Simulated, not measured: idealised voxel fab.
Process module heading - voxel wiring stack
Shown is cross-section cut, with a width of 250 nm and square cells of size 5 nm.
The cross-sections in this document take the form of a grid made of square cells. They are written out as bands, in order from top to bottom. Each band consists of one or more rows of cells.
Basically the band line says how high the top is and how high the bottom is, in nm, and then what's in it from left to right, every material with its width in nm. Empty space shows up as "blank", and if a single material carries "edge to edge" it runs the full band edge to edge.
Basically, 0 is our baseline, since under it the wafer straight out of the box is all one material. The bottom band has no lower end and keeps on going down, so it looks like "0 and below".
The width entry "30->40" should be interpreted row by row: the top row of cells in the band takes the first number, the bottom row takes the second number, and the change between adjacent rows is uniform throughout.
You'll sometimes find "remains unaltered" written for a step, and that's the way of saying that nowhere in the cross-section did a cell change during that step.
Voids not open to the top, 8 cells minimum: see "Closed void inventory". Written width x height at distance; distance is from the left edge; nm.
Where a step's line continues beyond its settings, the continuation is a remark by the simulator itself on that step.
Each step line may optionally specify "overlay nm", which for a step with a mask gives the rightward distance between the mask's planned place and where it lay, a negative value indicating the leftward direction.
If you're wondering how to read the rest of this, here's the deal. It's pairs of cross-sections: one from before a process step, one from after it. The after one is only drawn as far down as the lowest band that changed. Right under each pair you'll see which step sits between them and what its settings were. Don't read the pairs as one continuous story, though. They can come from different runs of this module on the same starting wafer, and a pair only carries on from the one above it where its entry headed "State before" says so.

## State before
    115 down to 110 = Cu edge to edge
    110 down to 105 = 80 TiN, 10 Cu, 30 TiN, 10 Cu, 30 TiN, 10 Cu, 80 TiN
    105 down to 90 = 75 lowk, 5 TiN, 10 Cu, 5 TiN, 20 lowk, 5 TiN, 10 Cu, 5 TiN, 20 lowk, 5 TiN, 10 Cu, 5 TiN, 75 lowk
    90 down to 85 = 75 lowk, 5 TiN, 5 Cu, 10 TiN, 20 lowk, 5 TiN, 5 Cu, 10 TiN, 20 lowk, 5 TiN, 5 Cu, 10 TiN, 75 lowk
    85 down to 70 = 75 lowk, 5 TiN, 5 Cu, 5 TiN, 25 lowk, 5 TiN, 5 Cu, 5 TiN, 25 lowk, 5 TiN, 5 Cu, 5 TiN, 80 lowk
    70 down to 65 = 75 SiCN, 15 TiN, 25 SiCN, 15 TiN, 25 SiCN, 15 TiN, 80 SiCN
    65 down to 50 = 75 SiO2, 5 TiN, 10 Ru, 5 TiN, 20 SiO2, 5 TiN, 10 Ru, 5 TiN, 20 SiO2, 5 TiN, 10 Ru, 5 TiN, 75 SiO2
    50 down to 45 = 75 SiCN, 20 TiN, 20 SiCN, 20 TiN, 20 SiCN, 20 TiN, 75 SiCN
    45 down to 35 = 75 SiO2, 5 TiN, 5 Cu, 5 TiN, 25 SiO2, 5 TiN, 5 Cu, 5 TiN, 25 SiO2, 5 TiN, 5 Cu, 5 TiN, 80 SiO2
    35 down to 30 = 75 SiCN, 15 TiN, 25 SiCN, 15 TiN, 25 SiCN, 15 TiN, 80 SiCN
    30 down to 25 = 80 TiN, 10 W, 30 TiN, 10 W, 30 TiN, 10 W, 80 TiN
    25 down to 10 = 75 lowk, 5 TiN, 10 W, 5 TiN, 20 lowk, 5 TiN, 10 W, 5 TiN, 20 lowk, 5 TiN, 10 W, 5 TiN, 75 lowk
    10 down to 5 = 75 SiCN, 20 TiN, 20 SiCN, 20 TiN, 20 SiCN, 20 TiN, 75 SiCN
    5 down to 0 = SiO2 edge to edge
    0 and below = Si edge to edge
    Closed void inventory: none

## Sectional Result
    105 down to 90 = 75 lowk, 5 TiN, 10 Cu, 5 TiN, 20 lowk, 5 TiN, 10 Cu, 5 TiN, 20 lowk, 5 TiN, 10 Cu, 5 TiN, 75 lowk
    No changes below 90.
    Closed void inventory: none
Operation between the pre and post cross-sections above: CMP with height nm 105

State before: nothing new to draw here, it's the after view of the pair just above.

## Sectional Result
    110 down to 105 = SiN edge to edge
    No changes below 105.
    Closed void inventory: none
Operation between the pre and post cross-sections above: CONFORMAL_DEP with material SiN, thk nm 5

## State before
    105 down to 70 = 75 lowk, 15 blank, 25 lowk, 15 blank, 25 lowk, 15 blank, 80 lowk
    70 down to 65 = SiCN edge to edge
    65 down to 50 = 75 SiO2, 5 TiN, 10 Ru, 5 TiN, 20 SiO2, 5 TiN, 10 Ru, 5 TiN, 20 SiO2, 5 TiN, 10 Ru, 5 TiN, 75 SiO2
    50 down to 45 = 75 SiCN, 20 TiN, 20 SiCN, 20 TiN, 20 SiCN, 20 TiN, 75 SiCN
    45 down to 35 = 75 SiO2, 5 TiN, 5 Cu, 5 TiN, 25 SiO2, 5 TiN, 5 Cu, 5 TiN, 25 SiO2, 5 TiN, 5 Cu, 5 TiN, 80 SiO2
    35 down to 30 = 75 SiCN, 15 TiN, 25 SiCN, 15 TiN, 25 SiCN, 15 TiN, 80 SiCN
    30 down to 15 = 75 lowk, 5 TiN, 10 W, 5 TiN, 20 lowk, 5 TiN, 10 W, 5 TiN, 20 lowk, 5 TiN, 10 W, 5 TiN, 75 lowk
    15 down to 10 = 75 SiCN, 20 TiN, 20 SiCN, 20 TiN, 20 SiCN, 20 TiN, 75 SiCN
    10 down to 0 = SiO2 edge to edge
    0 and below = Si edge to edge
    Closed void inventory: none

## Sectional Result
    125 down to 105 = 75 resist, 25 blank, 15 resist, 25 blank, 15 resist, 25 blank, 70 resist
    No changes below 105.
    Closed void inventory: none
Operation between the pre and post cross-sections above: PATTERN with tone open, mask id METAL_3, material resist, width nm 25, pitch nm 40, thk nm 20, overlay nm 0

State before: nothing new to draw here, it's the after view of the pair just above.

## Sectional Result
    125 down to 105 = 75 resist, 25 blank, 15 resist, 25 blank, 15 resist, 25 blank, 70 resist
    105 down to 85 = 75 lowk, 25 blank, 15 lowk, 25 blank, 15 lowk, 25 blank, 70 lowk
    No changes below 85.
    Closed void inventory: none
Operation between the pre and post cross-sections above: DIRECTIONAL_ETCH with etch materials lowk, depth nm 20

State before: nothing new to draw here, it's the after view of the pair just above.

## Sectional Result
    125 down to 105 = 75 resist, 25 blank, 15 resist, 25 blank, 15 resist, 25 blank, 70 resist
    105 down to 85 = 75 lowk, 25 blank, 15 lowk, 25 blank, 15 lowk, 25 blank, 70 lowk
    85 down to 70 = 75 lowk, 15 blank, 25 lowk, 15 blank, 25 lowk, 15 blank, 80 lowk
    70 down to 65 = 75 SiCN, 15 blank, 25 SiCN, 15 blank, 25 SiCN, 15 blank, 80 SiCN
    No changes below 65.
    Closed void inventory: none
Operation between the pre and post cross-sections above: DIRECTIONAL_ETCH with etch materials SiCN, depth nm 5

State before: nothing new to draw here, it's the after view of the pair just above.

## Sectional Result
    105 down to 85 = 75 lowk, 25 blank, 15 lowk, 25 blank, 15 lowk, 25 blank, 70 lowk
    No changes below 85.
    Closed void inventory: none
Operation between the pre and post cross-sections above: STRIP with etch materials resist

State before: nothing new to draw here, it's the after view of the pair just above.

## Sectional Result
    110 down to 105 = 80 TiN, 15 blank, 25 TiN, 15 blank, 25 TiN, 15 blank, 75 TiN
    105 down to 90 = 75 lowk, 5 TiN, 15 blank, 5 TiN, 15 lowk, 5 TiN, 15 blank, 5 TiN, 15 lowk, 5 TiN, 15 blank, 5 TiN, 70 lowk
    90 down to 85 = 75 lowk, 5 TiN, 5 blank, 15 TiN, 15 lowk, 5 TiN, 5 blank, 15 TiN, 15 lowk, 5 TiN, 5 blank, 15 TiN, 70 lowk
    85 down to 70 = 75 lowk, 5 TiN, 5 blank, 5 TiN, 25 lowk, 5 TiN, 5 blank, 5 TiN, 25 lowk, 5 TiN, 5 blank, 5 TiN, 80 lowk
    70 down to 65 = 75 SiCN, 15 TiN, 25 SiCN, 15 TiN, 25 SiCN, 15 TiN, 80 SiCN
    No changes below 65.
    Closed void inventory: none
Operation between the pre and post cross-sections above: CONFORMAL_DEP with material TiN, thk nm 5

State before: nothing new to draw here, it's the after view of the pair just above.

## Sectional Result
    115 down to 110 = Cu edge to edge
    110 down to 105 = 80 TiN, 15 Cu, 25 TiN, 15 Cu, 25 TiN, 15 Cu, 75 TiN
    105 down to 90 = 75 lowk, 5 TiN, 15 Cu, 5 TiN, 15 lowk, 5 TiN, 15 Cu, 5 TiN, 15 lowk, 5 TiN, 15 Cu, 5 TiN, 70 lowk
    90 down to 85 = 75 lowk, 5 TiN, 5 Cu, 15 TiN, 15 lowk, 5 TiN, 5 Cu, 15 TiN, 15 lowk, 5 TiN, 5 Cu, 15 TiN, 70 lowk
    85 down to 70 = 75 lowk, 5 TiN, 5 Cu, 5 TiN, 25 lowk, 5 TiN, 5 Cu, 5 TiN, 25 lowk, 5 TiN, 5 Cu, 5 TiN, 80 lowk
    No changes below 70.
    Closed void inventory: none
Operation between the pre and post cross-sections above: FILL_DEP with material Cu, thk nm 5

State before: nothing new to draw here, it's the after view of the pair just above.

## Sectional Result
    105 down to 90 = 75 lowk, 5 TiN, 15 Cu, 5 TiN, 15 lowk, 5 TiN, 15 Cu, 5 TiN, 15 lowk, 5 TiN, 15 Cu, 5 TiN, 70 lowk
    No changes below 90.
    Closed void inventory: none
Operation between the pre and post cross-sections above: CMP with height nm 105

State before: nothing new to draw here, it's the after view of the pair just above.

## Sectional Result
    110 down to 105 = SiN edge to edge
    No changes below 105.
    Closed void inventory: none
Operation between the pre and post cross-sections above: CONFORMAL_DEP with material SiN, thk nm 5

## State before
    55 down to 45 = aC edge to edge
    45 down to 35 = SiO2 edge to edge
    35 down to 30 = SiCN edge to edge
    30 down to 15 = 75 lowk, 5 TiN, 10 W, 5 TiN, 20 lowk, 5 TiN, 10 W, 5 TiN, 20 lowk, 5 TiN, 10 W, 5 TiN, 75 lowk
    15 down to 10 = 75 SiCN, 20 TiN, 20 SiCN, 20 TiN, 20 SiCN, 20 TiN, 75 SiCN
    10 down to 0 = SiO2 edge to edge
    0 and below = Si edge to edge
    Closed void inventory: none

## Sectional Result
    85 down to 55 = 80 resist, 15 blank, 25 resist, 15 blank, 25 resist, 15 blank, 75 resist
    No changes below 55.
    Closed void inventory: none
Operation between the pre and post cross-sections above: PATTERN with tone open, mask id PLUG_1, material resist, width nm 15, pitch nm 40, thk nm 30, overlay nm 5

State before: nothing new to draw here, it's the after view of the pair just above.

## Sectional Result
    75 down to 55 = 80 resist, 15 blank, 25 resist, 15 blank, 25 resist, 15 blank, 75 resist
    55 down to 45 = 80 aC, 15 blank, 25 aC, 15 blank, 25 aC, 15 blank, 75 aC
    No changes below 45.
    Closed void inventory: none
Operation between the pre and post cross-sections above: DIRECTIONAL_ETCH with etch materials aC, depth nm 10

State before: nothing new to draw here, it's the after view of the pair just above.

## Sectional Result
    55 down to 45 = 80 aC, 15 blank, 25 aC, 15 blank, 25 aC, 15 blank, 75 aC
    No changes below 45.
    Closed void inventory: none
Operation between the pre and post cross-sections above: STRIP with etch materials resist

State before: nothing new to draw here, it's the after view of the pair just above.

## Sectional Result
    55 down to 45 = 80 aC, 15 blank, 25 aC, 15 blank, 25 aC, 15 blank, 75 aC
    45 down to 35 = 80 SiO2, 15 blank, 25 SiO2, 15 blank, 25 SiO2, 15 blank, 75 SiO2
    No changes below 35.
    Closed void inventory: none
Operation between the pre and post cross-sections above: DIRECTIONAL_ETCH with etch materials SiO2, depth nm 10

State before: nothing new to draw here, it's the after view of the pair just above.

## Sectional Result
    55 down to 45 = 80 aC, 15 blank, 25 aC, 15 blank, 25 aC, 15 blank, 75 aC
    45 down to 35 = 80 SiO2, 15 blank, 25 SiO2, 15 blank, 25 SiO2, 15 blank, 75 SiO2
    35 down to 30 = 80 SiCN, 15 blank, 25 SiCN, 15 blank, 25 SiCN, 15 blank, 75 SiCN
    No changes below 30.
    Closed void inventory: none
Operation between the pre and post cross-sections above: DIRECTIONAL_ETCH with etch materials SiCN, depth nm 5

State before: nothing new to draw here, it's the after view of the pair just above.

## Sectional Result
    45 down to 35 = 80 SiO2, 15 blank, 25 SiO2, 15 blank, 25 SiO2, 15 blank, 75 SiO2
    No changes below 35.
    Closed void inventory: none
Operation between the pre and post cross-sections above: STRIP with etch materials aC

State before: nothing new to draw here, it's the after view of the pair just above.

## Sectional Result
    50 down to 45 = 85 TiN, 5 blank, 35 TiN, 5 blank, 35 TiN, 5 blank, 80 TiN
    45 down to 35 = 80 SiO2, 5 TiN, 5 blank, 5 TiN, 25 SiO2, 5 TiN, 5 blank, 5 TiN, 25 SiO2, 5 TiN, 5 blank, 5 TiN, 75 SiO2
    35 down to 30 = 80 SiCN, 15 TiN, 25 SiCN, 15 TiN, 25 SiCN, 15 TiN, 75 SiCN
    No changes below 30.
    Closed void inventory: none
Operation between the pre and post cross-sections above: CONFORMAL_DEP with material TiN, thk nm 5

State before: nothing new to draw here, it's the after view of the pair just above.

## Sectional Result
    60 down to 50 = Cu edge to edge
    50 down to 45 = 85 TiN, 5 Cu, 35 TiN, 5 Cu, 35 TiN, 5 Cu, 80 TiN
    45 down to 35 = 80 SiO2, 5 TiN, 5 Cu, 5 TiN, 25 SiO2, 5 TiN, 5 Cu, 5 TiN, 25 SiO2, 5 TiN, 5 Cu, 5 TiN, 75 SiO2
    No changes below 35.
    Closed void inventory: none
Operation between the pre and post cross-sections above: FILL_DEP with material Cu, thk nm 10

State before: nothing new to draw here, it's the after view of the pair just above.

## Sectional Result
    45 down to 35 = 80 SiO2, 5 TiN, 5 Cu, 5 TiN, 25 SiO2, 5 TiN, 5 Cu, 5 TiN, 25 SiO2, 5 TiN, 5 Cu, 5 TiN, 75 SiO2
    No changes below 35.
    Closed void inventory: none
Operation between the pre and post cross-sections above: CMP with height nm 45

State before: nothing new to draw here, it's the after view of the pair just above.

## Sectional Result
    50 down to 45 = SiCN edge to edge
    No changes below 45.
    Closed void inventory: none
Operation between the pre and post cross-sections above: CONFORMAL_DEP with material SiCN, thk nm 5

State before: nothing new to draw here, it's the after view of the pair just above.

## Sectional Result
    65 down to 50 = SiO2 edge to edge
    No changes below 50.
    Closed void inventory: none
Operation between the pre and post cross-sections above: DIRECTIONAL_DEP with material SiO2, thk nm 15

State before: nothing new to draw here, it's the after view of the pair just above.

## Sectional Result
    80 down to 65 = aC edge to edge
    No changes below 65.
    Closed void inventory: none
Operation between the pre and post cross-sections above: DIRECTIONAL_DEP with material aC, thk nm 15

State before: nothing new to draw here, it's the after view of the pair just above.

## Sectional Result
    115 down to 80 = 75 resist, 20 blank, 20 resist, 20 blank, 20 resist, 20 blank, 75 resist
    No changes below 80.
    Closed void inventory: none
Operation between the pre and post cross-sections above: PATTERN with tone open, mask id METAL_2, material resist, width nm 20, pitch nm 40, thk nm 35, overlay nm 0

State before: nothing new to draw here, it's the after view of the pair just above.

## Sectional Result
    100 down to 80 = 75 resist, 20 blank, 20 resist, 20 blank, 20 resist, 20 blank, 75 resist
    80 down to 65 = 75 aC, 20 blank, 20 aC, 20 blank, 20 aC, 20 blank, 75 aC
    No changes below 65.
    Closed void inventory: none
Operation between the pre and post cross-sections above: DIRECTIONAL_ETCH with etch materials aC, depth nm 15

State before: nothing new to draw here, it's the after view of the pair just above.

## Sectional Result
    80 down to 65 = 75 aC, 20 blank, 20 aC, 20 blank, 20 aC, 20 blank, 75 aC
    No changes below 65.
    Closed void inventory: none
Operation between the pre and post cross-sections above: STRIP with etch materials resist

State before: nothing new to draw here, it's the after view of the pair just above.

## Sectional Result
    80 down to 65 = 75 aC, 20 blank, 20 aC, 20 blank, 20 aC, 20 blank, 75 aC
    65 down to 50 = 75 SiO2, 20 blank, 20 SiO2, 20 blank, 20 SiO2, 20 blank, 75 SiO2
    No changes below 50.
    Closed void inventory: none
Operation between the pre and post cross-sections above: DIRECTIONAL_ETCH with etch materials SiO2, depth nm 15

State before: nothing new to draw here, it's the after view of the pair just above.

## Sectional Result
    80 down to 65 = 75 aC, 20 blank, 20 aC, 20 blank, 20 aC, 20 blank, 75 aC
    65 down to 50 = 75 SiO2, 20 blank, 20 SiO2, 20 blank, 20 SiO2, 20 blank, 75 SiO2
    50 down to 45 = 75 SiCN, 20 blank, 20 SiCN, 20 blank, 20 SiCN, 20 blank, 75 SiCN
    No changes below 45.
    Closed void inventory: none
Operation between the pre and post cross-sections above: DIRECTIONAL_ETCH with etch materials SiCN, depth nm 5

State before: nothing new to draw here, it's the after view of the pair just above.

## Sectional Result
    65 down to 50 = 75 SiO2, 20 blank, 20 SiO2, 20 blank, 20 SiO2, 20 blank, 75 SiO2
    No changes below 50.
    Closed void inventory: none
Operation between the pre and post cross-sections above: STRIP with etch materials aC

State before: nothing new to draw here, it's the after view of the pair just above.

## Sectional Result
    70 down to 65 = 80 TiN, 10 blank, 30 TiN, 10 blank, 30 TiN, 10 blank, 80 TiN
    65 down to 50 = 75 SiO2, 5 TiN, 10 blank, 5 TiN, 20 SiO2, 5 TiN, 10 blank, 5 TiN, 20 SiO2, 5 TiN, 10 blank, 5 TiN, 75 SiO2
    50 down to 45 = 75 SiCN, 20 TiN, 20 SiCN, 20 TiN, 20 SiCN, 20 TiN, 75 SiCN
    No changes below 45.
    Closed void inventory: none
Operation between the pre and post cross-sections above: CONFORMAL_DEP with material TiN, thk nm 5

State before: nothing new to draw here, it's the after view of the pair just above.

## Sectional Result
    75 down to 70 = Ru edge to edge
    70 down to 65 = 80 TiN, 10 Ru, 30 TiN, 10 Ru, 30 TiN, 10 Ru, 80 TiN
    65 down to 50 = 75 SiO2, 5 TiN, 10 Ru, 5 TiN, 20 SiO2, 5 TiN, 10 Ru, 5 TiN, 20 SiO2, 5 TiN, 10 Ru, 5 TiN, 75 SiO2
    No changes below 50.
    Closed void inventory: none
Operation between the pre and post cross-sections above: FILL_DEP with material Ru, thk nm 5

State before: nothing new to draw here, it's the after view of the pair just above.

## Sectional Result
    65 down to 50 = 75 SiO2, 5 TiN, 10 Ru, 5 TiN, 20 SiO2, 5 TiN, 10 Ru, 5 TiN, 20 SiO2, 5 TiN, 10 Ru, 5 TiN, 75 SiO2
    No changes below 50.
    Closed void inventory: none
Operation between the pre and post cross-sections above: CMP with height nm 65

State before: nothing new to draw here, it's the after view of the pair just above.

## Sectional Result
    70 down to 65 = SiCN edge to edge
    No changes below 65.
    Closed void inventory: none
Operation between the pre and post cross-sections above: CONFORMAL_DEP with material SiCN, thk nm 5

State before: nothing new to draw here, it's the after view of the pair just above.

## Sectional Result
    105 down to 70 = lowk edge to edge
    No changes below 70.
    Closed void inventory: none
Operation between the pre and post cross-sections above: DIRECTIONAL_DEP with material lowk, thk nm 35

State before: nothing new to draw here, it's the after view of the pair just above.

## Sectional Result
    115 down to 105 = aC edge to edge
    No changes below 105.
    Closed void inventory: none
Operation between the pre and post cross-sections above: DIRECTIONAL_DEP with material aC, thk nm 10

State before: nothing new to draw here, it's the after view of the pair just above.

## Sectional Result
    140 down to 115 = 75 resist, 15 blank, 25 resist, 15 blank, 25 resist, 15 blank, 80 resist
    No changes below 115.
    Closed void inventory: none
Operation between the pre and post cross-sections above: PATTERN with tone open, mask id METAL_3_HOLES, material resist, width nm 15, pitch nm 40, thk nm 25, overlay nm 0

State before: nothing new to draw here, it's the after view of the pair just above.

## Sectional Result
    130 down to 115 = 75 resist, 15 blank, 25 resist, 15 blank, 25 resist, 15 blank, 80 resist
    115 down to 105 = 75 aC, 15 blank, 25 aC, 15 blank, 25 aC, 15 blank, 80 aC
    No changes below 105.
    Closed void inventory: none
Operation between the pre and post cross-sections above: DIRECTIONAL_ETCH with etch materials aC, depth nm 10

State before: nothing new to draw here, it's the after view of the pair just above.

## Sectional Result
    115 down to 105 = 75 aC, 15 blank, 25 aC, 15 blank, 25 aC, 15 blank, 80 aC
    No changes below 105.
    Closed void inventory: none
Operation between the pre and post cross-sections above: STRIP with etch materials resist

State before: nothing new to draw here, it's the after view of the pair just above.

## Sectional Result
    115 down to 105 = 75 aC, 15 blank, 25 aC, 15 blank, 25 aC, 15 blank, 80 aC
    105 down to 70 = 75 lowk, 15 blank, 25 lowk, 15 blank, 25 lowk, 15 blank, 80 lowk
    No changes below 70.
    Closed void inventory: none
Operation between the pre and post cross-sections above: DIRECTIONAL_ETCH with etch materials lowk, depth nm 35

State before: nothing new to draw here, it's the after view of the pair just above.

## Sectional Result
    105 down to 70 = 75 lowk, 15 blank, 25 lowk, 15 blank, 25 lowk, 15 blank, 80 lowk
    No changes below 70.
    Closed void inventory: none
Operation between the pre and post cross-sections above: STRIP with etch materials aC

State before: nothing new to draw here, it's the after view of the pair just above.

## Sectional Result
    125 down to 105 = 75 resist, 20 blank, 20 resist, 20 blank, 20 resist, 20 blank, 75 resist
    No changes below 105.
    Closed void inventory: none
Operation between the pre and post cross-sections above: PATTERN with tone open, mask id METAL_3, material resist, width nm 20, pitch nm 40, thk nm 20, overlay nm 0

State before: nothing new to draw here, it's the after view of the pair just above.

## Sectional Result
    125 down to 105 = 75 resist, 20 blank, 20 resist, 20 blank, 20 resist, 20 blank, 75 resist
    105 down to 85 = 75 lowk, 20 blank, 20 lowk, 20 blank, 20 lowk, 20 blank, 75 lowk
    No changes below 85.
    Closed void inventory: none
Operation between the pre and post cross-sections above: DIRECTIONAL_ETCH with etch materials lowk, depth nm 20

State before: nothing new to draw here, it's the after view of the pair just above.

## Sectional Result
    125 down to 105 = 75 resist, 20 blank, 20 resist, 20 blank, 20 resist, 20 blank, 75 resist
    105 down to 85 = 75 lowk, 20 blank, 20 lowk, 20 blank, 20 lowk, 20 blank, 75 lowk
    85 down to 70 = 75 lowk, 15 blank, 25 lowk, 15 blank, 25 lowk, 15 blank, 80 lowk
    70 down to 65 = 75 SiCN, 15 blank, 25 SiCN, 15 blank, 25 SiCN, 15 blank, 80 SiCN
    No changes below 65.
    Closed void inventory: none
Operation between the pre and post cross-sections above: DIRECTIONAL_ETCH with etch materials SiCN, depth nm 5

State before: nothing new to draw here, it's the after view of the pair just above.

## Sectional Result
    105 down to 85 = 75 lowk, 20 blank, 20 lowk, 20 blank, 20 lowk, 20 blank, 75 lowk
    No changes below 85.
    Closed void inventory: none
Operation between the pre and post cross-sections above: STRIP with etch materials resist

State before: nothing new to draw here, it's the after view of the pair just above.

## Sectional Result
    110 down to 105 = 80 TiN, 10 blank, 30 TiN, 10 blank, 30 TiN, 10 blank, 80 TiN
    105 down to 90 = 75 lowk, 5 TiN, 10 blank, 5 TiN, 20 lowk, 5 TiN, 10 blank, 5 TiN, 20 lowk, 5 TiN, 10 blank, 5 TiN, 75 lowk
    90 down to 85 = 75 lowk, 5 TiN, 5 blank, 10 TiN, 20 lowk, 5 TiN, 5 blank, 10 TiN, 20 lowk, 5 TiN, 5 blank, 10 TiN, 75 lowk
    85 down to 70 = 75 lowk, 5 TiN, 5 blank, 5 TiN, 25 lowk, 5 TiN, 5 blank, 5 TiN, 25 lowk, 5 TiN, 5 blank, 5 TiN, 80 lowk
    70 down to 65 = 75 SiCN, 15 TiN, 25 SiCN, 15 TiN, 25 SiCN, 15 TiN, 80 SiCN
    No changes below 65.
    Closed void inventory: none
Operation between the pre and post cross-sections above: CONFORMAL_DEP with material TiN, thk nm 5

State before: nothing new to draw here, it's the after view of the pair just above.

## Sectional Result
    115 down to 110 = Cu edge to edge
    110 down to 105 = 80 TiN, 10 Cu, 30 TiN, 10 Cu, 30 TiN, 10 Cu, 80 TiN
    105 down to 90 = 75 lowk, 5 TiN, 10 Cu, 5 TiN, 20 lowk, 5 TiN, 10 Cu, 5 TiN, 20 lowk, 5 TiN, 10 Cu, 5 TiN, 75 lowk
    90 down to 85 = 75 lowk, 5 TiN, 5 Cu, 10 TiN, 20 lowk, 5 TiN, 5 Cu, 10 TiN, 20 lowk, 5 TiN, 5 Cu, 10 TiN, 75 lowk
    85 down to 70 = 75 lowk, 5 TiN, 5 Cu, 5 TiN, 25 lowk, 5 TiN, 5 Cu, 5 TiN, 25 lowk, 5 TiN, 5 Cu, 5 TiN, 80 lowk
    No changes below 70.
    Closed void inventory: none
Operation between the pre and post cross-sections above: FILL_DEP with material Cu, thk nm 5

State before: nothing new to draw here, it's the after view of the pair just above.

## Sectional Result
    105 down to 90 = 75 lowk, 5 TiN, 10 Cu, 5 TiN, 20 lowk, 5 TiN, 10 Cu, 5 TiN, 20 lowk, 5 TiN, 10 Cu, 5 TiN, 75 lowk
    No changes below 90.
    Closed void inventory: none
Operation between the pre and post cross-sections above: CMP with height nm 105

State before: nothing new to draw here, it's the after view of the pair just above.

## Sectional Result
    110 down to 105 = SiN edge to edge
    No changes below 105.
    Closed void inventory: none
Operation between the pre and post cross-sections above: CONFORMAL_DEP with material SiN, thk nm 5

## State before
    50 down to 45 = SiCN edge to edge
    45 down to 35 = 75 SiO2, 5 TiN, 5 Cu, 5 TiN, 25 SiO2, 5 TiN, 5 Cu, 5 TiN, 25 SiO2, 5 TiN, 5 Cu, 5 TiN, 80 SiO2
    35 down to 30 = 75 SiCN, 15 TiN, 25 SiCN, 15 TiN, 25 SiCN, 15 TiN, 80 SiCN
    30 down to 15 = 75 lowk, 5 TiN, 10 W, 5 TiN, 20 lowk, 5 TiN, 10 W, 5 TiN, 20 lowk, 5 TiN, 10 W, 5 TiN, 75 lowk
    15 down to 10 = 75 SiCN, 20 TiN, 20 SiCN, 20 TiN, 20 SiCN, 20 TiN, 75 SiCN
    10 down to 0 = SiO2 edge to edge
    0 and below = Si edge to edge
    Closed void inventory: none

## Sectional Result
    65 down to 50 = Ru edge to edge
    No changes below 50.
    Closed void inventory: none
Operation between the pre and post cross-sections above: DIRECTIONAL_DEP with material Ru, thk nm 15

State before: nothing new to draw here, it's the after view of the pair just above.

## Sectional Result
    80 down to 65 = aC edge to edge
    No changes below 65.
    Closed void inventory: none
Operation between the pre and post cross-sections above: DIRECTIONAL_DEP with material aC, thk nm 15

State before: nothing new to draw here, it's the after view of the pair just above.

## Sectional Result
    115 down to 80 = 75 resist, 20 blank, 20 resist, 20 blank, 20 resist, 20 blank, 75 resist
    No changes below 80.
    Closed void inventory: none
Operation between the pre and post cross-sections above: PATTERN with tone open, mask id METAL_2, material resist, width nm 20, pitch nm 40, thk nm 35, overlay nm 0

State before: nothing new to draw here, it's the after view of the pair just above.

## Sectional Result
    100 down to 80 = 75 resist, 20 blank, 20 resist, 20 blank, 20 resist, 20 blank, 75 resist
    80 down to 65 = 75 aC, 20 blank, 20 aC, 20 blank, 20 aC, 20 blank, 75 aC
    No changes below 65.
    Closed void inventory: none
Operation between the pre and post cross-sections above: DIRECTIONAL_ETCH with etch materials aC, depth nm 15

State before: nothing new to draw here, it's the after view of the pair just above.

## Sectional Result
    80 down to 65 = 75 aC, 20 blank, 20 aC, 20 blank, 20 aC, 20 blank, 75 aC
    No changes below 65.
    Closed void inventory: none
Operation between the pre and post cross-sections above: STRIP with etch materials resist

State before: nothing new to draw here, it's the after view of the pair just above.

## Sectional Result
    65 down to 50 = Ru edge to edge
    No changes below 50.
    Closed void inventory: none
Operation between the pre and post cross-sections above: STRIP with etch materials aC

State before: nothing new to draw here, it's the after view of the pair just above.

## Sectional Result
    70 down to 65 = TiN edge to edge
    No changes below 65.
    Closed void inventory: none
Operation between the pre and post cross-sections above: CONFORMAL_DEP with material TiN, thk nm 5

State before: nothing new to draw here, it's the after view of the pair just above.

## Sectional Result
    75 down to 70 = Ru edge to edge
    No changes below 70.
    Closed void inventory: none
Operation between the pre and post cross-sections above: FILL_DEP with material Ru, thk nm 5

State before: nothing new to draw here, it's the after view of the pair just above.

## Sectional Result
    65 down to 50 = Ru edge to edge
    No changes below 50.
    Closed void inventory: none
Operation between the pre and post cross-sections above: CMP with height nm 65

State before: nothing new to draw here, it's the after view of the pair just above.

## Sectional Result
    70 down to 65 = SiCN edge to edge
    No changes below 65.
    Closed void inventory: none
Operation between the pre and post cross-sections above: CONFORMAL_DEP with material SiCN, thk nm 5

State before: nothing new to draw here, it's the after view of the pair just above.

## Sectional Result
    105 down to 70 = lowk edge to edge
    No changes below 70.
    Closed void inventory: none
Operation between the pre and post cross-sections above: DIRECTIONAL_DEP with material lowk, thk nm 35

State before: nothing new to draw here, it's the after view of the pair just above.

## Sectional Result
    115 down to 105 = aC edge to edge
    No changes below 105.
    Closed void inventory: none
Operation between the pre and post cross-sections above: DIRECTIONAL_DEP with material aC, thk nm 10

State before: nothing new to draw here, it's the after view of the pair just above.

## Sectional Result
    140 down to 115 = 75 resist, 15 blank, 25 resist, 15 blank, 25 resist, 15 blank, 80 resist
    No changes below 115.
    Closed void inventory: none
Operation between the pre and post cross-sections above: PATTERN with tone open, mask id METAL_3_HOLES, material resist, width nm 15, pitch nm 40, thk nm 25, overlay nm 0

State before: nothing new to draw here, it's the after view of the pair just above.

## Sectional Result
    130 down to 115 = 75 resist, 15 blank, 25 resist, 15 blank, 25 resist, 15 blank, 80 resist
    115 down to 105 = 75 aC, 15 blank, 25 aC, 15 blank, 25 aC, 15 blank, 80 aC
    No changes below 105.
    Closed void inventory: none
Operation between the pre and post cross-sections above: DIRECTIONAL_ETCH with etch materials aC, depth nm 10

State before: nothing new to draw here, it's the after view of the pair just above.

## Sectional Result
    115 down to 105 = 75 aC, 15 blank, 25 aC, 15 blank, 25 aC, 15 blank, 80 aC
    No changes below 105.
    Closed void inventory: none
Operation between the pre and post cross-sections above: STRIP with etch materials resist

State before: nothing new to draw here, it's the after view of the pair just above.

## Sectional Result
    115 down to 105 = 75 aC, 15 blank, 25 aC, 15 blank, 25 aC, 15 blank, 80 aC
    105 down to 70 = 75 lowk, 15 blank, 25 lowk, 15 blank, 25 lowk, 15 blank, 80 lowk
    No changes below 70.
    Closed void inventory: none
Operation between the pre and post cross-sections above: DIRECTIONAL_ETCH with etch materials lowk, depth nm 35

State before: nothing new to draw here, it's the after view of the pair just above.

## Sectional Result
    105 down to 70 = 75 lowk, 15 blank, 25 lowk, 15 blank, 25 lowk, 15 blank, 80 lowk
    No changes below 70.
    Closed void inventory: none
Operation between the pre and post cross-sections above: STRIP with etch materials aC

State before: nothing new to draw here, it's the after view of the pair just above.

## Sectional Result
    125 down to 105 = 75 resist, 20 blank, 20 resist, 20 blank, 20 resist, 20 blank, 75 resist
    No changes below 105.
    Closed void inventory: none
Operation between the pre and post cross-sections above: PATTERN with tone open, mask id METAL_3, material resist, width nm 20, pitch nm 40, thk nm 20, overlay nm 0
